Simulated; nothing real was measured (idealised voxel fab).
You're looking at the process module voxel gate over fins.
Displayed cross-section: cut, width of 280 nm, square cells sized 5 nm.
Just so we're on the same page, the cross-sections are grids of square cells, and they're listed out in bands top to bottom, each band one or more rows deep. The band entry comprises the height of the band's top followed by the height of its bottom, expressed in nm, and subsequently the band's materials from left to right, each stated together with its width in nm. Where a single material is marked with the word "edge to edge", that material fills the band from edge to edge. The word "air" represents empty space. Heights are expressed relative to 0, this being the level below which the as-received wafer comprises one material exclusively. The lowest band is unbounded in the downward direction and is denoted as in "0..down". Note: "30->40" means the width goes from the first number (top row of the band) to the second number (bottom row) in equal steps per row of cells. No cell of the cross-section changed in a step that is given as "everything unchanged". Look at "Unvented internal voids" for the closed voids: empty spaces with no open path to the top, sized 8 cells or up. Each is width x height at distance, distance from the left edge, all nm. Step line, after settings: the simulator's comment on this step. Regarding "overlay nm": on a step with a mask, it is the distance the mask lay to the right of its planned place; a negative value places it to the left.
INTENDED PROCESS STEPS
| 1 | RECEIVE with material Si |
| 2 | CONFORMAL_DEP with material SiN, thk nm 5 |
| 3 | PATTERN with tone cover, mask id FINS, material resist, width nm 15, pitch nm 45, thk nm 20, overlay nm 0 |
| 4 | DIRECTIONAL_ETCH with etch materials SiN, depth nm 5 |
| 5 | DIRECTIONAL_ETCH with etch materials Si, depth nm 30 |
| 6 | STRIP with etch materials resist |
| 7 | FILL_DEP with material SiO2, thk nm 5 |
| 8 | CMP with height nm 5 |
| 9 | SELECTIVE_ETCH with etch materials SiO2, depth nm 15 |
| 10 | STRIP with etch materials SiN |
| 11 | CONFORMAL_DEP with material HfO2, thk nm 5 |
| 12 | CONFORMAL_DEP with material TiN, thk nm 5 |
| 13 | FILL_DEP with material W, thk nm 10 |
| 14 | CMP with height nm 15 |
| 15 | CONFORMAL_DEP with material SiCN, thk nm 5 |
FIRST OUT OF TWO WAFERS; RUN WENT TO PLAN
INCOMING WAFER IN CROSS-SECTION (STATE: AFTER STEP 1)
- 0..down | Si edge to edge
- Unvented internal voids: none
TAKE A LOOK AT THE WAFER'S CROSS-SECTION AFTER STEP 2
- 5..0 | SiN edge to edge
- Anything lower than 0 is untouched.
TAKE A LOOK AT THE WAFER'S CROSS-SECTION AFTER STEP 3
- 25..5 | air 110  resist 15  air 30  resist 15  air 110
- Anything lower than 5 is untouched.
TAKE A LOOK AT THE WAFER'S CROSS-SECTION AFTER STEP 4
- 25..5 | air 110  resist 15  air 30  resist 15  air 110
- 5..0 | air 110  SiN 15  air 30  SiN 15  air 110
- Anything lower than 0 is untouched.
TAKE A LOOK AT THE WAFER'S CROSS-SECTION AFTER STEP 5
- 25..5 | air 110  resist 15  air 30  resist 15  air 110
- 5..0 | air 110  SiN 15  air 30  SiN 15  air 110
- 0..-30 | air 110  Si 15  air 30  Si 15  air 110
- Anything lower than -30 is untouched.
TAKE A LOOK AT THE WAFER'S CROSS-SECTION AFTER STEP 6
- 5..0 | air 110  SiN 15  air 30  SiN 15  air 110
- Anything lower than 0 is untouched.
TAKE A LOOK AT THE WAFER'S CROSS-SECTION AFTER STEP 7
- 10..5 | SiO2 edge to edge
- 5..0 | SiO2 110  SiN 15  SiO2 30  SiN 15  SiO2 110
- 0..-30 | SiO2 110  Si 15  SiO2 30  Si 15  SiO2 110
- Anything lower than -30 is untouched.
TAKE A LOOK AT THE WAFER'S CROSS-SECTION AFTER STEP 8
- 5..0 | SiO2 110  SiN 15  SiO2 30  SiN 15  SiO2 110
- Anything lower than 0 is untouched.
TAKE A LOOK AT THE WAFER'S CROSS-SECTION AFTER STEP 9
- 5..0 | air 110  SiN 15  air 30  SiN 15  air 110
- 0..-10 | air 110  Si 15  air 30  Si 15  air 110
- Anything lower than -10 is untouched.
TAKE A LOOK AT THE WAFER'S CROSS-SECTION AFTER STEP 10
- 0..-10 | air 110  Si 15  air 30  Si 15  air 110
- Anything lower than -10 is untouched.
TAKE A LOOK AT THE WAFER'S CROSS-SECTION AFTER STEP 11
- 5..0 | air 105  HfO2 25  air 20  HfO2 25  air 105
- 0..-5 | air 105  HfO2 5  Si 15  HfO2 5  air 20  HfO2 5  Si 15  HfO2 5  air 105
- -5..-10 | HfO2 110  Si 15  HfO2 30  Si 15  HfO2 110
- Anything lower than -10 is untouched.
TAKE A LOOK AT THE WAFER'S CROSS-SECTION AFTER STEP 12
- 10..5 | air 100  TiN 35  air 10  TiN 35  air 100
- 5..0 | air 100  TiN 5  HfO2 25  TiN 5  air 10  TiN 5  HfO2 25  TiN 5  air 100
- 0..-5 | TiN 105  HfO2 5  Si 15  HfO2 5  TiN 20  HfO2 5  Si 15  HfO2 5  TiN 105
- Anything lower than -5 is untouched.
TAKE A LOOK AT THE WAFER'S CROSS-SECTION AFTER STEP 13
- 20..10 | W edge to edge
- 10..5 | W 100  TiN 35  W 10  TiN 35  W 100
- 5..0 | W 100  TiN 5  HfO2 25  TiN 5  W 10  TiN 5  HfO2 25  TiN 5  W 100
- Anything lower than 0 is untouched.
TAKE A LOOK AT THE WAFER'S CROSS-SECTION AFTER STEP 14
- 15..10 | W edge to edge
- Anything lower than 10 is untouched.
TAKE A LOOK AT THE WAFER'S CROSS-SECTION AFTER STEP 15
- 20..15 | SiCN edge to edge
- Anything lower than 15 is untouched.
WAFER TWO: LIKE WAFER ONE IN START AND PLAN, BUT WITH ONE MISTAKE IN EXECUTION; IDENTICAL UP TO AND INCLUDING STEP 14
SECOND WAFER SHOWN IN CROSS-SECTION AT THE TIME STEP 15 WAS SLATED TO END
- 20..15 | SiO2 edge to edge
- Anything lower than 15 is untouched.
What broke from the plan during processing? rather than as planned, step 15 actually ran as CONFORMAL_DEP with material SiO2, thk nm 5
Wrapping up, a cell-based count of both wafers puts the second over or under the first for these materials: SiCN: 56 fewer, SiO2: 56 more
